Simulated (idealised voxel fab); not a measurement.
Name of the process module below: voxel ribs on slabs
Section shown: cut. Width: 185 nm. Cell size: 5 nm, square.
A cross-section is a grid of square cells, given in bands from the top down. A band is one or more rows of cells.
What a band's entry tells you: where the top is and where the bottom is, as heights in nm, and after that what lies inside, material by material from left to right, each with its width in nm. Empty space is written as the word "blank", and a single material marked with the word "everywhere" occupies the band from edge to edge.
For the purposes of this specification, 0 denotes the height below which the wafer in its as-received condition is composed wholly of one material, and the lowermost band, lacking a lower limit, extends downward without end, as expressed in "z 0 and below".
Graded width ("30 to 40"): value in top row of band = first number; value in bottom row = second number; row-to-row change constant.
"nothing different" means the step left every cell of the cross-section as it was.
"Cavities, closed": sealed empty spaces, 8 cells or more, no open way to top, listed width x height at distance, with distance from the left edge and width, height and distance in nm.
The remark found on a step's line after its settings is issued by the simulator itself and pertains to that step.
overlay nm: how far to the right of its planned place the mask lay on this masked step (negative: to the left).
Steps in the process plan:
1,RECEIVE,material Si
2,DIRECTIONAL_DEP,material SiO2,thk nm 30
3,DIRECTIONAL_DEP,material polySi,thk nm 20
4,PATTERN,tone cover,mask id RIB,material resist,width nm 25,thk nm 20,overlay nm 0
5,DIRECTIONAL_ETCH,etch materials polySi,depth nm 15
6,STRIP,etch materials resist
7,PATTERN,tone cover,mask id SLAB,material resist,width nm 75,thk nm 20,overlay nm 0
8,DIRECTIONAL_ETCH,etch materials polySi,depth nm 5
9,STRIP,etch materials resist
10,FILL_DEP,material SiO2,thk nm 30
11,CMP,height nm 70
12,DIRECTIONAL_DEP,material W,thk nm 10
13,DIRECTIONAL_DEP,material aC,thk nm 10
14,PATTERN,tone cover,mask id HEATER,material resist,width nm 35,thk nm 30,overlay nm 0
15,DIRECTIONAL_ETCH,etch materials aC,depth nm 10
16,STRIP,etch materials resist
17,DIRECTIONAL_ETCH,etch materials W,depth nm 10
18,STRIP,etch materials aC
19,CONFORMAL_DEP,material SiN,thk nm 5
Cross-section of the wafer as it came to us, i.e., already through step 1:
- z 0 and below = Si everywhere
- Cavities, closed: none
Looking at the first of two wafers in cross-section at end of module - ran to plan:
- z 85 to 80 = blank (70), SiN (45), blank (70)
- z 80 to 75 = blank (70), SiN (5), W (35), SiN (5), blank (70)
- z 75 to 70 = SiN (75), W (35), SiN (75)
- z 70 to 50 = SiO2 everywhere
- z 50 to 35 = SiO2 (80), polySi (25), SiO2 (80)
- z 35 to 30 = SiO2 (55), polySi (75), SiO2 (55)
- z 30 to 0 = SiO2 everywhere
- z 0 and below = Si everywhere
- Cavities, closed: none
End of module, second wafer, cross-section. Started like the first, planned like the first, run with one mistake:
- z 85 to 80 = SiN (80), blank (25), SiN (80)
- z 80 to 75 = W (75), SiN (5), blank (25), SiN (5), W (75)
- z 75 to 70 = W (75), SiN (35), W (75)
- z 70 to 50 = SiO2 everywhere
- z 50 to 35 = SiO2 (80), polySi (25), SiO2 (80)
- z 35 to 30 = SiO2 (55), polySi (75), SiO2 (55)
- z 30 to 0 = SiO2 everywhere
- z 0 and below = Si everywhere
- Cavities, closed: none
The mistake made against the process plan was this: step 14 ran with different settings than intended, the actual operation and settings being PATTERN,tone open,mask id HEATER,material resist,width nm 35,thk nm 30,overlay nm 0
Upon completion, the second wafer contains, in terms of cells, a greater or smaller amount of certain materials than the first wafer: W +46
